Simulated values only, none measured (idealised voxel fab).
The document below concerns the process module designated voxel self aligned contacts.
The figure presents cross-section cut, which has a width of 265 nm and is divided into square cells with an edge length of 5 nm.
How to read a cross-section here: the picture is a grid of square cells, written as bands going from the top down, and any band can span one or more rows of cells.
First you get the band's top height and its bottom height, in nm, and then the materials it's made of, left to right, with each width in nm. If you see a single material with "everywhere", that one covers the band edge to edge. "air" is empty space.
Heights are expressed relative to 0, this being the level below which the as-received wafer comprises one material exclusively. The lowest band is unbounded in the downward direction and is denoted as in "0..down".
A two-number width, for instance "30->40", indicates that the width is equal to the first number in the top row of the band and to the second number in the bottom row, and that it changes by a constant amount per row of cells.
Where the words "same as before" appear for a step, the cross-section shows no cell changed by that step; every cell remained as before.
Listed in "Closed void register": every empty space of 8 or more cells without an open way to the top. Form: width x height at distance, the distance being from the left edge, all in nm.
Text after the settings on a step's line: the simulator's own remark on that step.
overlay nm: step with mask; distance mask lay right of planned place; negative value = left of planned place.
-- Steps planned for the process
1) RECEIVE [material Si]
2) CONFORMAL_DEP [material SiO2] [thk nm 5]
3) DIRECTIONAL_DEP [material polySi] [thk nm 20]
4) DIRECTIONAL_DEP [material SiN] [thk nm 15]
5) PATTERN [tone cover] [mask id GATE] [material resist] [width nm 35] [pitch nm 70] [thk nm 15] [overlay nm 0]
6) DIRECTIONAL_ETCH [etch materials SiN] [depth nm 15]
7) DIRECTIONAL_ETCH [etch materials polySi] [depth nm 20]
8) STRIP [etch materials resist]
9) CONFORMAL_DEP [material SiN] [thk nm 5]
10) DIRECTIONAL_ETCH [etch materials SiN] [depth nm 5]
11) FILL_DEP [material SiO2] [thk nm 10]
12) CMP [height nm 45]
13) PATTERN [tone open] [mask id CONTACT] [material resist] [width nm 55] [thk nm 20] [overlay nm 0]
14) DIRECTIONAL_ETCH [etch materials SiO2] [depth nm 45]
15) STRIP [etch materials resist]
16) CONFORMAL_DEP [material TiN] [thk nm 5]
17) FILL_DEP [material W] [thk nm 5]
18) CMP [height nm 45]
19) CONFORMAL_DEP [material SiCN] [thk nm 5]
-- Wafer, first of two, run as planned
-- This is the cross-section of the wafer as we received it, i.e. after step 1
- 0..down = Si everywhere
- Closed void register: none
-- Wafer section view after processing step 2
- 5..0 = SiO2 everywhere
- Below 0, no change.
-- Wafer section view after processing step 3
- 25..5 = polySi everywhere
- Below 5, no change.
-- Wafer section view after processing step 4
- 40..25 = SiN everywhere
- Below 25, no change.
-- Wafer section view after processing step 5
- 55..40 = air 80 nm, resist 35 nm, air 35 nm, resist 35 nm, air 80 nm
- Below 40, no change.
-- Wafer section view after processing step 6
- 55..40 = air 80 nm, resist 35 nm, air 35 nm, resist 35 nm, air 80 nm
- 40..25 = air 80 nm, SiN 35 nm, air 35 nm, SiN 35 nm, air 80 nm
- Below 25, no change.
-- Wafer section view after processing step 7
- 55..40 = air 80 nm, resist 35 nm, air 35 nm, resist 35 nm, air 80 nm
- 40..25 = air 80 nm, SiN 35 nm, air 35 nm, SiN 35 nm, air 80 nm
- 25..5 = air 80 nm, polySi 35 nm, air 35 nm, polySi 35 nm, air 80 nm
- Below 5, no change.
-- Wafer section view after processing step 8
- 40..25 = air 80 nm, SiN 35 nm, air 35 nm, SiN 35 nm, air 80 nm
- Below 25, no change.
-- Wafer section view after processing step 9
- 45..25 = air 75 nm, SiN 45 nm, air 25 nm, SiN 45 nm, air 75 nm
- 25..10 = air 75 nm, SiN 5 nm, polySi 35 nm, SiN 5 nm, air 25 nm, SiN 5 nm, polySi 35 nm, SiN 5 nm, air 75 nm
- 10..5 = SiN 80 nm, polySi 35 nm, SiN 35 nm, polySi 35 nm, SiN 80 nm
- Below 5, no change.
-- Wafer section view after processing step 10
- 40..25 = air 75 nm, SiN 45 nm, air 25 nm, SiN 45 nm, air 75 nm
- 25..5 = air 75 nm, SiN 5 nm, polySi 35 nm, SiN 5 nm, air 25 nm, SiN 5 nm, polySi 35 nm, SiN 5 nm, air 75 nm
- Below 5, no change.
-- Wafer section view after processing step 11
- 50..40 = SiO2 everywhere
- 40..25 = SiO2 75 nm, SiN 45 nm, SiO2 25 nm, SiN 45 nm, SiO2 75 nm
- 25..5 = SiO2 75 nm, SiN 5 nm, polySi 35 nm, SiN 5 nm, SiO2 25 nm, SiN 5 nm, polySi 35 nm, SiN 5 nm, SiO2 75 nm
- Below 5, no change.
-- Wafer section view after processing step 12
- 45..40 = SiO2 everywhere
- Below 40, no change.
-- Wafer section view after processing step 13
- 65..45 = resist 105 nm, air 55 nm, resist 105 nm
- Below 45, no change.
-- Wafer section view after processing step 14
- 65..45 = resist 105 nm, air 55 nm, resist 105 nm
- 45..40 = SiO2 105 nm, air 55 nm, SiO2 105 nm
- 40..25 = SiO2 75 nm, SiN 45 nm, air 25 nm, SiN 45 nm, SiO2 75 nm
- 25..5 = SiO2 75 nm, SiN 5 nm, polySi 35 nm, SiN 5 nm, air 25 nm, SiN 5 nm, polySi 35 nm, SiN 5 nm, SiO2 75 nm
- 5..0 = SiO2 120 nm, air 25 nm, SiO2 120 nm
- Below 0, no change.
-- Wafer section view after processing step 15
- 45..40 = SiO2 105 nm, air 55 nm, SiO2 105 nm
- Below 40, no change.
-- Wafer section view after processing step 16
- 50..45 = TiN 110 nm, air 45 nm, TiN 110 nm
- 45..40 = SiO2 105 nm, TiN 20 nm, air 15 nm, TiN 20 nm, SiO2 105 nm
- 40..25 = SiO2 75 nm, SiN 45 nm, TiN 5 nm, air 15 nm, TiN 5 nm, SiN 45 nm, SiO2 75 nm
- 25..5 = SiO2 75 nm, SiN 5 nm, polySi 35 nm, SiN 5 nm, TiN 5 nm, air 15 nm, TiN 5 nm, SiN 5 nm, polySi 35 nm, SiN 5 nm, SiO2 75 nm
- 5..0 = SiO2 120 nm, TiN 25 nm, SiO2 120 nm
- Below 0, no change.
-- Wafer section view after processing step 17
- 55..50 = W everywhere
- 50..45 = TiN 110 nm, W 45 nm, TiN 110 nm
- 45..40 = SiO2 105 nm, TiN 20 nm, W 15 nm, TiN 20 nm, SiO2 105 nm
- 40..25 = SiO2 75 nm, SiN 45 nm, TiN 5 nm, W 15 nm, TiN 5 nm, SiN 45 nm, SiO2 75 nm
- 25..5 = SiO2 75 nm, SiN 5 nm, polySi 35 nm, SiN 5 nm, TiN 5 nm, W 15 nm, TiN 5 nm, SiN 5 nm, polySi 35 nm, SiN 5 nm, SiO2 75 nm
- Below 5, no change.
-- Wafer section view after processing step 18
- 45..40 = SiO2 105 nm, TiN 20 nm, W 15 nm, TiN 20 nm, SiO2 105 nm
- Below 40, no change.
-- Wafer section view after processing step 19
- 50..45 = SiCN everywhere
- Below 45, no change.
-- Now the other wafer: same start, same recipe, but we messed up one thing when running it. Up to and including step 8 it's the same as the first one
Second wafer: cross-section at the scheduled end of step 9: same as before
-- Second wafer: cross-section at the scheduled end of step 10
- 35..25 = air 80 nm, SiN 35 nm, air 35 nm, SiN 35 nm, air 80 nm
- Below 25, no change.
-- Second wafer: cross-section at the scheduled end of step 11
- 45..35 = SiO2 everywhere
- 35..25 = SiO2 80 nm, SiN 35 nm, SiO2 35 nm, SiN 35 nm, SiO2 80 nm
- 25..5 = SiO2 80 nm, polySi 35 nm, SiO2 35 nm, polySi 35 nm, SiO2 80 nm
- Below 5, no change.
Second wafer: cross-section at the scheduled end of step 12: same as before
-- Second wafer: cross-section at the scheduled end of step 13
- 65..45 = resist 105 nm, air 55 nm, resist 105 nm
- Below 45, no change.
-- Second wafer: cross-section at the scheduled end of step 14
- 65..45 = resist 105 nm, air 55 nm, resist 105 nm
- 45..35 = SiO2 105 nm, air 55 nm, SiO2 105 nm
- 35..25 = SiO2 80 nm, SiN 35 nm, air 35 nm, SiN 35 nm, SiO2 80 nm
- 25..5 = SiO2 80 nm, polySi 35 nm, air 35 nm, polySi 35 nm, SiO2 80 nm
- 5..0 = SiO2 115 nm, air 35 nm, SiO2 115 nm
- Below 0, no change.
-- Second wafer: cross-section at the scheduled end of step 15
- 45..35 = SiO2 105 nm, air 55 nm, SiO2 105 nm
- Below 35, no change.
-- Second wafer: cross-section at the scheduled end of step 16
- 50..45 = TiN 110 nm, air 45 nm, TiN 110 nm
- 45..35 = SiO2 105 nm, TiN 5->15 nm, air 45->25 nm, TiN 5->15 nm, SiO2 105 nm
- 35..25 = SiO2 80 nm, SiN 35 nm, TiN 5 nm, air 25 nm, TiN 5 nm, SiN 35 nm, SiO2 80 nm
- 25..5 = SiO2 80 nm, polySi 35 nm, TiN 5 nm, air 25 nm, TiN 5 nm, polySi 35 nm, SiO2 80 nm
- 5..0 = SiO2 115 nm, TiN 35 nm, SiO2 115 nm
- Below 0, no change.
-- Second wafer: cross-section at the scheduled end of step 17
- 55..50 = W everywhere
- 50..45 = TiN 110 nm, W 45 nm, TiN 110 nm
- 45..35 = SiO2 105 nm, TiN 5->15 nm, W 45->25 nm, TiN 5->15 nm, SiO2 105 nm
- 35..25 = SiO2 80 nm, SiN 35 nm, TiN 5 nm, W 25 nm, TiN 5 nm, SiN 35 nm, SiO2 80 nm
- 25..5 = SiO2 80 nm, polySi 35 nm, TiN 5 nm, W 25 nm, TiN 5 nm, polySi 35 nm, SiO2 80 nm
- Below 5, no change.
-- Second wafer: cross-section at the scheduled end of step 18
- 45..35 = SiO2 105 nm, TiN 5->15 nm, W 45->25 nm, TiN 5->15 nm, SiO2 105 nm
- Below 35, no change.
-- Second wafer: cross-section at the scheduled end of step 19
- 50..45 = SiCN everywhere
- Below 45, no change.
Against the plan, the run slipped here: the plan's step 9 went unexecuted, having been skipped
Looking at both finished wafers in cells, the second ends up ahead of or behind the first on some materials: -42 SiN | +22 SiO2 | +20 W
